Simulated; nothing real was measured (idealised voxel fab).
process module | voxel tone inversion
cross-section cut | 260 nm wide | cells 5 nm
A cross-section is a grid of square cells, given in bands from the top down. A band is one or more rows of cells.
Each band's line starts with the height of the band's top and of its bottom, in nm. Then come its materials from left to right, each with its width in nm. One material with "throughout" fills the band from edge to edge. "air" is empty space.
Height 0 is the level under which the wafer as received is all one material. The lowest band goes on downwards, as in "0 down".
A width such as "30 to 40" changes by the same amount from each row of cells to the next, from the band's top row to its bottom row.
"no change" after a step means that no cell of the cross-section changed.
closed voids: empty space of 8 cells or more with no open way to the top, each as width x height at its distance from the left edge, in nm
after a step's settings: what the simulator itself notes on the step
overlay nm, on a step with a mask: how far to the right of its planned place the mask lay; to the left if negative
Each pair below shows a cross-section before one step and the cross-section after it, down to the lowest band that changed. The line under each pair gives the step between them, with its settings. The pairs can come from different runs of this module on the same starting wafer, so a pair continues from the pair above only where its "before" says so.
before
  0 down: Si throughout
  closed voids: none
after
  10 to 0: SiCN throughout
  below 0: unchanged
  closed voids: none
the step between: op CONFORMAL_DEP | material SiCN | thk nm 10
before: the cross-section after the pair above
after
  30 to 10: aC throughout
  below 10: unchanged
  closed voids: none
the step between: op DIRECTIONAL_DEP | material aC | thk nm 20
before: the cross-section after the pair above
after
  60 to 30: air 75 | resist 20 | air 25 | resist 20 | air 25 | resist 20 | air 75
  below 30: unchanged
  closed voids: none
the step between: op PATTERN | tone cover | mask id POSTS | material resist | width nm 20 | pitch nm 45 | thk nm 30 | overlay nm 0
before: the cross-section after the pair above
after
  40 to 30: air 75 | resist 20 | air 25 | resist 20 | air 25 | resist 20 | air 75
  30 to 10: air 75 | aC 20 | air 25 | aC 20 | air 25 | aC 20 | air 75
  below 10: unchanged
  closed voids: none
the step between: op DIRECTIONAL_ETCH | etch materials aC | depth nm 20
before: the cross-section after the pair above
after
  30 to 10: air 75 | aC 20 | air 25 | aC 20 | air 25 | aC 20 | air 75
  below 10: unchanged
  closed voids: none
the step between: op STRIP | etch materials resist
before: the cross-section after the pair above
after
  40 to 30: lowk throughout
  30 to 10: lowk 75 | aC 20 | lowk 25 | aC 20 | lowk 25 | aC 20 | lowk 75
  below 10: unchanged
  closed voids: none
the step between: op FILL_DEP | material lowk | thk nm 10
before: the cross-section after the pair above
after
  30 to 10: lowk 75 | aC 20 | lowk 25 | aC 20 | lowk 25 | aC 20 | lowk 75
  below 10: unchanged
  closed voids: none
the step between: op CMP | height nm 30
before: the cross-section after the pair above
after
  30 to 10: lowk 75 | air 20 | lowk 25 | air 20 | lowk 25 | air 20 | lowk 75
  below 10: unchanged
  closed voids: none
the step between: op STRIP | etch materials aC
before: the cross-section after the pair above
after
  35 to 30: TiN 80 | air 10 | TiN 35 | air 10 | TiN 35 | air 10 | TiN 80
  30 to 15: lowk 75 | TiN 5 | air 10 | TiN 5 | lowk 25 | TiN 5 | air 10 | TiN 5 | lowk 25 | TiN 5 | air 10 | TiN 5 | lowk 75
  15 to 10: lowk 75 | TiN 20 | lowk 25 | TiN 20 | lowk 25 | TiN 20 | lowk 75
  below 10: unchanged
  closed voids: none
the step between: op CONFORMAL_DEP | material TiN | thk nm 5
before: the cross-section after the pair above
after
  40 to 35: Cu throughout
  35 to 30: TiN 80 | Cu 10 | TiN 35 | Cu 10 | TiN 35 | Cu 10 | TiN 80
  30 to 15: lowk 75 | TiN 5 | Cu 10 | TiN 5 | lowk 25 | TiN 5 | Cu 10 | TiN 5 | lowk 25 | TiN 5 | Cu 10 | TiN 5 | lowk 75
  below 15: unchanged
  closed voids: none
the step between: op FILL_DEP | material Cu | thk nm 5
before: the cross-section after the pair above
after
  30 to 15: lowk 75 | TiN 5 | Cu 10 | TiN 5 | lowk 25 | TiN 5 | Cu 10 | TiN 5 | lowk 25 | TiN 5 | Cu 10 | TiN 5 | lowk 75
  below 15: unchanged
  closed voids: none
the step between: op CMP | height nm 30
before: the cross-section after the pair above
after
  35 to 30: SiN throughout
  below 30: unchanged
  closed voids: none
the step between: op CONFORMAL_DEP | material SiN | thk nm 5
before
  0 down: Si throughout
  closed voids: none
after
  20 to 0: aC throughout
  below 0: unchanged
  closed voids: none
the step between: op DIRECTIONAL_DEP | material aC | thk nm 20
before: the cross-section after the pair above
after
  50 to 20: air 75 | resist 20 | air 25 | resist 20 | air 25 | resist 20 | air 75
  below 20: unchanged
  closed voids: none
the step between: op PATTERN | tone cover | mask id POSTS | material resist | width nm 20 | pitch nm 45 | thk nm 30 | overlay nm 0
before: the cross-section after the pair above
after
  30 to 20: air 75 | resist 20 | air 25 | resist 20 | air 25 | resist 20 | air 75
  20 to 0: air 75 | aC 20 | air 25 | aC 20 | air 25 | aC 20 | air 75
  below 0: unchanged
  closed voids: none
the step between: op DIRECTIONAL_ETCH | etch materials aC | depth nm 20
before: the cross-section after the pair above
after
  20 to 0: air 75 | aC 20 | air 25 | aC 20 | air 25 | aC 20 | air 75
  below 0: unchanged
  closed voids: none
the step between: op STRIP | etch materials resist
before: the cross-section after the pair above
after
  30 to 20: lowk throughout
  20 to 0: lowk 75 | aC 20 | lowk 25 | aC 20 | lowk 25 | aC 20 | lowk 75
  below 0: unchanged
  closed voids: none
the step between: op FILL_DEP | material lowk | thk nm 10
before: the cross-section after the pair above
after
  35 to 30: TiN throughout
  below 30: unchanged
  closed voids: none
the step between: op CONFORMAL_DEP | material TiN | thk nm 5
before: the cross-section after the pair above
after
  40 to 35: Cu throughout
  below 35: unchanged
  closed voids: none
the step between: op FILL_DEP | material Cu | thk nm 5
before: the cross-section after the pair above
after
  30 to 20: lowk throughout
  below 20: unchanged
  closed voids: none
the step between: op CMP | height nm 30
before: the cross-section after the pair above
after
  35 to 30: SiN throughout
  below 30: unchanged
  closed voids: none
the step between: op CONFORMAL_DEP | material SiN | thk nm 5
before
  20 to 0: aC throughout
  0 down: Si throughout
  closed voids: none
after
  30 to 20: SiCN throughout
  below 20: unchanged
  closed voids: none
the step between: op CONFORMAL_DEP | material SiCN | thk nm 10
before: the cross-section after the pair above
after
  60 to 30: air 75 | resist 20 | air 25 | resist 20 | air 25 | resist 20 | air 75
  below 30: unchanged
  closed voids: none
the step between: op PATTERN | tone cover | mask id POSTS | material resist | width nm 20 | pitch nm 45 | thk nm 30 | overlay nm 0
before: the cross-section after the pair above
after
  40 to 30: air 75 | resist 20 | air 25 | resist 20 | air 25 | resist 20 | air 75
  below 30: unchanged
  closed voids: none
the step between: op DIRECTIONAL_ETCH | etch materials aC | depth nm 20
before: the cross-section after the pair above
after
  30 to 20: SiCN throughout
  below 20: unchanged
  closed voids: none
the step between: op STRIP | etch materials resist
before: the cross-section after the pair above
after
  40 to 30: lowk throughout
  below 30: unchanged
  closed voids: none
the step between: op FILL_DEP | material lowk | thk nm 10
before: the cross-section after the pair above
after
  30 to 20: SiCN throughout
  below 20: unchanged
  closed voids: none
the step between: op CMP | height nm 30
before: the cross-section after the pair above
after
  35 to 30: TiN throughout
  below 30: unchanged
  closed voids: none
the step between: op CONFORMAL_DEP | material TiN | thk nm 5
before: the cross-section after the pair above
after
  40 to 35: Cu throughout
  below 35: unchanged
  closed voids: none
the step between: op FILL_DEP | material Cu | thk nm 5
before: the cross-section after the pair above
after
  30 to 20: SiCN throughout
  below 20: unchanged
  closed voids: none
the step between: op CMP | height nm 30
before: the cross-section after the pair above
after
  35 to 30: SiN throughout
  below 30: unchanged
  closed voids: none
the step between: op CONFORMAL_DEP | material SiN | thk nm 5
before
  40 to 35: Cu throughout
  35 to 30: TiN 80 | Cu 10 | TiN 35 | Cu 10 | TiN 35 | Cu 10 | TiN 80
  30 to 15: lowk 75 | TiN 5 | Cu 10 | TiN 5 | lowk 25 | TiN 5 | Cu 10 | TiN 5 | lowk 25 | TiN 5 | Cu 10 | TiN 5 | lowk 75
  15 to 10: lowk 75 | TiN 20 | lowk 25 | TiN 20 | lowk 25 | TiN 20 | lowk 75
  10 to 0: SiCN throughout
  0 down: Si throughout
  closed voids: none
after
  35 to 30: TiN 80 | Cu 10 | TiN 35 | Cu 10 | TiN 35 | Cu 10 | TiN 80
  below 30: unchanged
  closed voids: none
the step between: op CMP | height nm 35
before: the cross-section after the pair above
after
  40 to 35: SiN throughout
  below 35: unchanged
  closed voids: none
the step between: op CONFORMAL_DEP | material SiN | thk nm 5
before
  30 to 10: aC throughout
  10 to 0: SiCN throughout
  0 down: Si throughout
  closed voids: none
after
  60 to 30: air 75 | resist 25 | air 20 | resist 25 | air 20 | resist 25 | air 70
  below 30: unchanged
  closed voids: none
the step between: op PATTERN | tone cover | mask id POSTS | material resist | width nm 25 | pitch nm 45 | thk nm 30 | overlay nm 0
before: the cross-section after the pair above
after
  40 to 30: air 75 | resist 25 | air 20 | resist 25 | air 20 | resist 25 | air 70
  30 to 10: air 75 | aC 25 | air 20 | aC 25 | air 20 | aC 25 | air 70
  below 10: unchanged
  closed voids: none
the step between: op DIRECTIONAL_ETCH | etch materials aC | depth nm 20
before: the cross-section after the pair above
after
  30 to 10: air 75 | aC 25 | air 20 | aC 25 | air 20 | aC 25 | air 70
  below 10: unchanged
  closed voids: none
the step between: op STRIP | etch materials resist
before: the cross-section after the pair above
after
  40 to 30: lowk throughout
  30 to 10: lowk 75 | aC 25 | lowk 20 | aC 25 | lowk 20 | aC 25 | lowk 70
  below 10: unchanged
  closed voids: none
the step between: op FILL_DEP | material lowk | thk nm 10
before: the cross-section after the pair above
after
  30 to 10: lowk 75 | aC 25 | lowk 20 | aC 25 | lowk 20 | aC 25 | lowk 70
  below 10: unchanged
  closed voids: none
the step between: op CMP | height nm 30
before: the cross-section after the pair above
after
  30 to 10: lowk 75 | air 25 | lowk 20 | air 25 | lowk 20 | air 25 | lowk 70
  below 10: unchanged
  closed voids: none
the step between: op STRIP | etch materials aC
before: the cross-section after the pair above
after
  35 to 30: TiN 80 | air 15 | TiN 30 | air 15 | TiN 30 | air 15 | TiN 75
  30 to 15: lowk 75 | TiN 5 | air 15 | TiN 5 | lowk 20 | TiN 5 | air 15 | TiN 5 | lowk 20 | TiN 5 | air 15 | TiN 5 | lowk 70
  15 to 10: lowk 75 | TiN 25 | lowk 20 | TiN 25 | lowk 20 | TiN 25 | lowk 70
  below 10: unchanged
  closed voids: none
the step between: op CONFORMAL_DEP | material TiN | thk nm 5
before: the cross-section after the pair above
after
  40 to 35: Cu throughout
  35 to 30: TiN 80 | Cu 15 | TiN 30 | Cu 15 | TiN 30 | Cu 15 | TiN 75
  30 to 15: lowk 75 | TiN 5 | Cu 15 | TiN 5 | lowk 20 | TiN 5 | Cu 15 | TiN 5 | lowk 20 | TiN 5 | Cu 15 | TiN 5 | lowk 70
  below 15: unchanged
  closed voids: none
the step between: op FILL_DEP | material Cu | thk nm 5
before: the cross-section after the pair above
after
  30 to 15: lowk 75 | TiN 5 | Cu 15 | TiN 5 | lowk 20 | TiN 5 | Cu 15 | TiN 5 | lowk 20 | TiN 5 | Cu 15 | TiN 5 | lowk 70
  below 15: unchanged
  closed voids: none
the step between: op CMP | height nm 30
before: the cross-section after the pair above
after
  35 to 30: SiN throughout
  below 30: unchanged
  closed voids: none
the step between: op CONFORMAL_DEP | material SiN | thk nm 5
before
  30 to 10: aC throughout
  10 to 0: SiCN throughout
  0 down: Si throughout
  closed voids: none
after
  60 to 30: air 65 | resist 20 | air 25 | resist 20 | air 25 | resist 20 | air 85
  below 30: unchanged
  closed voids: none
the step between: op PATTERN | tone cover | mask id POSTS | material resist | width nm 20 | pitch nm 45 | thk nm 30 | overlay nm -10
before: the cross-section after the pair above
after
  40 to 30: air 65 | resist 20 | air 25 | resist 20 | air 25 | resist 20 | air 85
  30 to 10: air 65 | aC 20 | air 25 | aC 20 | air 25 | aC 20 | air 85
  below 10: unchanged
  closed voids: none
the step between: op DIRECTIONAL_ETCH | etch materials aC | depth nm 20
before: the cross-section after the pair above
after
  30 to 10: air 65 | aC 20 | air 25 | aC 20 | air 25 | aC 20 | air 85
  below 10: unchanged
  closed voids: none
the step between: op STRIP | etch materials resist
before: the cross-section after the pair above
after
  40 to 30: lowk throughout
  30 to 10: lowk 65 | aC 20 | lowk 25 | aC 20 | lowk 25 | aC 20 | lowk 85
  below 10: unchanged
  closed voids: none
the step between: op FILL_DEP | material lowk | thk nm 10
before: the cross-section after the pair above
after
  30 to 10: lowk 65 | aC 20 | lowk 25 | aC 20 | lowk 25 | aC 20 | lowk 85
  below 10: unchanged
  closed voids: none
the step between: op CMP | height nm 30
before: the cross-section after the pair above
after
  30 to 10: lowk 65 | air 20 | lowk 25 | air 20 | lowk 25 | air 20 | lowk 85
  below 10: unchanged
  closed voids: none
the step between: op STRIP | etch materials aC
before: the cross-section after the pair above
after
  35 to 30: TiN 70 | air 10 | TiN 35 | air 10 | TiN 35 | air 10 | TiN 90
  30 to 15: lowk 65 | TiN 5 | air 10 | TiN 5 | lowk 25 | TiN 5 | air 10 | TiN 5 | lowk 25 | TiN 5 | air 10 | TiN 5 | lowk 85
  15 to 10: lowk 65 | TiN 20 | lowk 25 | TiN 20 | lowk 25 | TiN 20 | lowk 85
  below 10: unchanged
  closed voids: none
the step between: op CONFORMAL_DEP | material TiN | thk nm 5
before: the cross-section after the pair above
after
  40 to 35: Cu throughout
  35 to 30: TiN 70 | Cu 10 | TiN 35 | Cu 10 | TiN 35 | Cu 10 | TiN 90
  30 to 15: lowk 65 | TiN 5 | Cu 10 | TiN 5 | lowk 25 | TiN 5 | Cu 10 | TiN 5 | lowk 25 | TiN 5 | Cu 10 | TiN 5 | lowk 85
  below 15: unchanged
  closed voids: none
the step between: op FILL_DEP | material Cu | thk nm 5
before: the cross-section after the pair above
after
  30 to 15: lowk 65 | TiN 5 | Cu 10 | TiN 5 | lowk 25 | TiN 5 | Cu 10 | TiN 5 | lowk 25 | TiN 5 | Cu 10 | TiN 5 | lowk 85
  below 15: unchanged
  closed voids: none
the step between: op CMP | height nm 30
before: the cross-section after the pair above
after
  35 to 30: SiN throughout
  below 30: unchanged
  closed voids: none
the step between: op CONFORMAL_DEP | material SiN | thk nm 5
before
  30 to 15: lowk 75 | TiN 5 | Cu 10 | TiN 5 | lowk 25 | TiN 5 | Cu 10 | TiN 5 | lowk 25 | TiN 5 | Cu 10 | TiN 5 | lowk 75
  15 to 10: lowk 75 | TiN 20 | lowk 25 | TiN 20 | lowk 25 | TiN 20 | lowk 75
  10 to 0: SiCN throughout
  0 down: Si throughout
  closed voids: none
after
  35 to 30: TiN throughout
  below 30: unchanged
  closed voids: none
the step between: op CONFORMAL_DEP | material TiN | thk nm 5
before
  30 to 10: aC throughout
  10 to 0: SiCN throughout
  0 down: Si throughout
  closed voids: none
after
  60 to 30: resist 75 | air 20 | resist 25 | air 20 | resist 25 | air 20 | resist 75
  below 30: unchanged
  closed voids: none
the step between: op PATTERN | tone open | mask id POSTS | material resist | width nm 20 | pitch nm 45 | thk nm 30 | overlay nm 0
before: the cross-section after the pair above
after
  40 to 30: resist 75 | air 20 | resist 25 | air 20 | resist 25 | air 20 | resist 75
  30 to 10: aC 75 | air 20 | aC 25 | air 20 | aC 25 | air 20 | aC 75
  below 10: unchanged
  closed voids: none
the step between: op DIRECTIONAL_ETCH | etch materials aC | depth nm 20
before: the cross-section after the pair above
after
  30 to 10: aC 75 | air 20 | aC 25 | air 20 | aC 25 | air 20 | aC 75
  below 10: unchanged
  closed voids: none
the step between: op STRIP | etch materials resist
before: the cross-section after the pair above
after
  40 to 30: lowk throughout
  30 to 10: aC 75 | lowk 20 | aC 25 | lowk 20 | aC 25 | lowk 20 | aC 75
  below 10: unchanged
  closed voids: none
the step between: op FILL_DEP | material lowk | thk nm 10
before: the cross-section after the pair above
after
  30 to 10: aC 75 | lowk 20 | aC 25 | lowk 20 | aC 25 | lowk 20 | aC 75
  below 10: unchanged
  closed voids: none
the step between: op CMP | height nm 30
before: the cross-section after the pair above
after
  30 to 10: air 75 | lowk 20 | air 25 | lowk 20 | air 25 | lowk 20 | air 75
  below 10: unchanged
  closed voids: none
the step between: op STRIP | etch materials aC
before: the cross-section after the pair above
after
  35 to 30: air 70 | TiN 30 | air 15 | TiN 30 | air 15 | TiN 30 | air 70
  30 to 15: air 70 | TiN 5 | lowk 20 | TiN 5 | air 15 | TiN 5 | lowk 20 | TiN 5 | air 15 | TiN 5 | lowk 20 | TiN 5 | air 70
  15 to 10: TiN 75 | lowk 20 | TiN 25 | lowk 20 | TiN 25 | lowk 20 | TiN 75
  below 10: unchanged
  closed voids: none
the step between: op CONFORMAL_DEP | material TiN | thk nm 5
before: the cross-section after the pair above
after
  40 to 35: Cu throughout
  35 to 30: Cu 70 | TiN 30 | Cu 15 | TiN 30 | Cu 15 | TiN 30 | Cu 70
  30 to 15: Cu 70 | TiN 5 | lowk 20 | TiN 5 | Cu 15 | TiN 5 | lowk 20 | TiN 5 | Cu 15 | TiN 5 | lowk 20 | TiN 5 | Cu 70
  below 15: unchanged
  closed voids: none
the step between: op FILL_DEP | material Cu | thk nm 5
before: the cross-section after the pair above
after
  30 to 15: Cu 70 | TiN 5 | lowk 20 | TiN 5 | Cu 15 | TiN 5 | lowk 20 | TiN 5 | Cu 15 | TiN 5 | lowk 20 | TiN 5 | Cu 70
  below 15: unchanged
  closed voids: none
the step between: op CMP | height nm 30
before: the cross-section after the pair above
after
  35 to 30: SiN throughout
  below 30: unchanged
  closed voids: none
the step between: op CONFORMAL_DEP | material SiN | thk nm 5
